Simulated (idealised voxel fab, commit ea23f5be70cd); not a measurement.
process module | voxel trench capacitor
cross-section cut | 205 nm wide | cells 5 nm
A cross-section is a grid of square cells, given in bands from the top down. A band is one or more rows of cells.
Each band's line starts with the height of the band's top and of its bottom, in nm. Then come its materials from left to right, each with its width in nm. One material with "throughout" fills the band from edge to edge. "air" is empty space.
Height 0 is the level under which the wafer as received is all one material. The lowest band goes on downwards, as in "0 down".
A width such as "30 to 40" changes by the same amount from each row of cells to the next, from the band's top row to its bottom row.
"no change" after a step means that no cell of the cross-section changed.
closed voids: empty space of 8 cells or more with no open way to the top, each as width x height at its distance from the left edge, in nm
after a step's settings: what the simulator itself notes on the step
overlay nm, on a step with a mask: how far to the right of its planned place the mask lay; to the left if negative
plan
1 op RECEIVE | material Si
2 op CONFORMAL_DEP | material SiN | thk nm 10
3 op DIRECTIONAL_DEP | material aC | thk nm 10
4 op PATTERN | tone open | mask id TRENCH | material resist | width nm 15 | pitch nm 45 | thk nm 25 | overlay nm 0
5 op DIRECTIONAL_ETCH | etch materials aC | depth nm 10
6 op STRIP | etch materials resist
7 op DIRECTIONAL_ETCH | etch materials SiN | depth nm 10
8 op DIRECTIONAL_ETCH | etch materials Si | depth nm 40
9 op STRIP | etch materials aC
10 op CONFORMAL_DEP | material Al2O3 | thk nm 5
11 op FILL_DEP | material polySi | thk nm 5
12 op CMP | height nm 10
first wafer, as planned
as received, after step 1
  0 down: Si throughout
  closed voids: none
after step 2
  10 to 0: SiN throughout
  below 0: unchanged
after step 3
  20 to 10: aC throughout
  below 10: unchanged
after step 4
  45 to 20: resist 50 | air 15 | resist 30 | air 15 | resist 30 | air 15 | resist 50
  below 20: unchanged
after step 5
  35 to 20: resist 50 | air 15 | resist 30 | air 15 | resist 30 | air 15 | resist 50
  20 to 10: aC 50 | air 15 | aC 30 | air 15 | aC 30 | air 15 | aC 50
  below 10: unchanged
after step 6
  20 to 10: aC 50 | air 15 | aC 30 | air 15 | aC 30 | air 15 | aC 50
  below 10: unchanged
after step 7
  20 to 10: aC 50 | air 15 | aC 30 | air 15 | aC 30 | air 15 | aC 50
  10 to 0: SiN 50 | air 15 | SiN 30 | air 15 | SiN 30 | air 15 | SiN 50
  below 0: unchanged
after step 8
  20 to 10: aC 50 | air 15 | aC 30 | air 15 | aC 30 | air 15 | aC 50
  10 to 0: SiN 50 | air 15 | SiN 30 | air 15 | SiN 30 | air 15 | SiN 50
  0 to -40: Si 50 | air 15 | Si 30 | air 15 | Si 30 | air 15 | Si 50
  below -40: unchanged
after step 9
  10 to 0: SiN 50 | air 15 | SiN 30 | air 15 | SiN 30 | air 15 | SiN 50
  below 0: unchanged
after step 10
  15 to 10: Al2O3 55 | air 5 | Al2O3 40 | air 5 | Al2O3 40 | air 5 | Al2O3 55
  10 to 0: SiN 50 | Al2O3 5 | air 5 | Al2O3 5 | SiN 30 | Al2O3 5 | air 5 | Al2O3 5 | SiN 30 | Al2O3 5 | air 5 | Al2O3 5 | SiN 50
  0 to -35: Si 50 | Al2O3 5 | air 5 | Al2O3 5 | Si 30 | Al2O3 5 | air 5 | Al2O3 5 | Si 30 | Al2O3 5 | air 5 | Al2O3 5 | Si 50
  -35 to -40: Si 50 | Al2O3 15 | Si 30 | Al2O3 15 | Si 30 | Al2O3 15 | Si 50
  below -40: unchanged
after step 11
  20 to 15: polySi throughout
  15 to 10: Al2O3 55 | polySi 5 | Al2O3 40 | polySi 5 | Al2O3 40 | polySi 5 | Al2O3 55
  10 to 0: SiN 50 | Al2O3 5 | polySi 5 | Al2O3 5 | SiN 30 | Al2O3 5 | polySi 5 | Al2O3 5 | SiN 30 | Al2O3 5 | polySi 5 | Al2O3 5 | SiN 50
  0 to -35: Si 50 | Al2O3 5 | polySi 5 | Al2O3 5 | Si 30 | Al2O3 5 | polySi 5 | Al2O3 5 | Si 30 | Al2O3 5 | polySi 5 | Al2O3 5 | Si 50
  below -35: unchanged
after step 12
  10 to 0: SiN 50 | Al2O3 5 | polySi 5 | Al2O3 5 | SiN 30 | Al2O3 5 | polySi 5 | Al2O3 5 | SiN 30 | Al2O3 5 | polySi 5 | Al2O3 5 | SiN 50
  below 0: unchanged
second wafer: like start, like plan, one mistake. Through step 7 it matches the first wafer
when step 8 should have ended
  20 to 10: aC 50 | air 15 | aC 30 | air 15 | aC 30 | air 15 | aC 50
  10 to 0: SiN 50 | air 15 | SiN 30 | air 15 | SiN 30 | air 15 | SiN 50
  0 to -50: Si 50 | air 15 | Si 30 | air 15 | Si 30 | air 15 | Si 50
  below -50: unchanged
when step 9 should have ended
  10 to 0: SiN 50 | air 15 | SiN 30 | air 15 | SiN 30 | air 15 | SiN 50
  below 0: unchanged
when step 10 should have ended
  15 to 10: Al2O3 55 | air 5 | Al2O3 40 | air 5 | Al2O3 40 | air 5 | Al2O3 55
  10 to 0: SiN 50 | Al2O3 5 | air 5 | Al2O3 5 | SiN 30 | Al2O3 5 | air 5 | Al2O3 5 | SiN 30 | Al2O3 5 | air 5 | Al2O3 5 | SiN 50
  0 to -45: Si 50 | Al2O3 5 | air 5 | Al2O3 5 | Si 30 | Al2O3 5 | air 5 | Al2O3 5 | Si 30 | Al2O3 5 | air 5 | Al2O3 5 | Si 50
  -45 to -50: Si 50 | Al2O3 15 | Si 30 | Al2O3 15 | Si 30 | Al2O3 15 | Si 50
  below -50: unchanged
when step 11 should have ended
  20 to 15: polySi throughout
  15 to 10: Al2O3 55 | polySi 5 | Al2O3 40 | polySi 5 | Al2O3 40 | polySi 5 | Al2O3 55
  10 to 0: SiN 50 | Al2O3 5 | polySi 5 | Al2O3 5 | SiN 30 | Al2O3 5 | polySi 5 | Al2O3 5 | SiN 30 | Al2O3 5 | polySi 5 | Al2O3 5 | SiN 50
  0 to -45: Si 50 | Al2O3 5 | polySi 5 | Al2O3 5 | Si 30 | Al2O3 5 | polySi 5 | Al2O3 5 | Si 30 | Al2O3 5 | polySi 5 | Al2O3 5 | Si 50
  below -45: unchanged
when step 12 should have ended
  10 to 0: SiN 50 | Al2O3 5 | polySi 5 | Al2O3 5 | SiN 30 | Al2O3 5 | polySi 5 | Al2O3 5 | SiN 30 | Al2O3 5 | polySi 5 | Al2O3 5 | SiN 50
  below 0: unchanged
what went wrong: step 8 ran as: op DIRECTIONAL_ETCH | etch materials Si | depth nm 50
at the end the second wafer has, in cells: 12 more of Al2O3 | 18 fewer of Si | 6 more of polySi
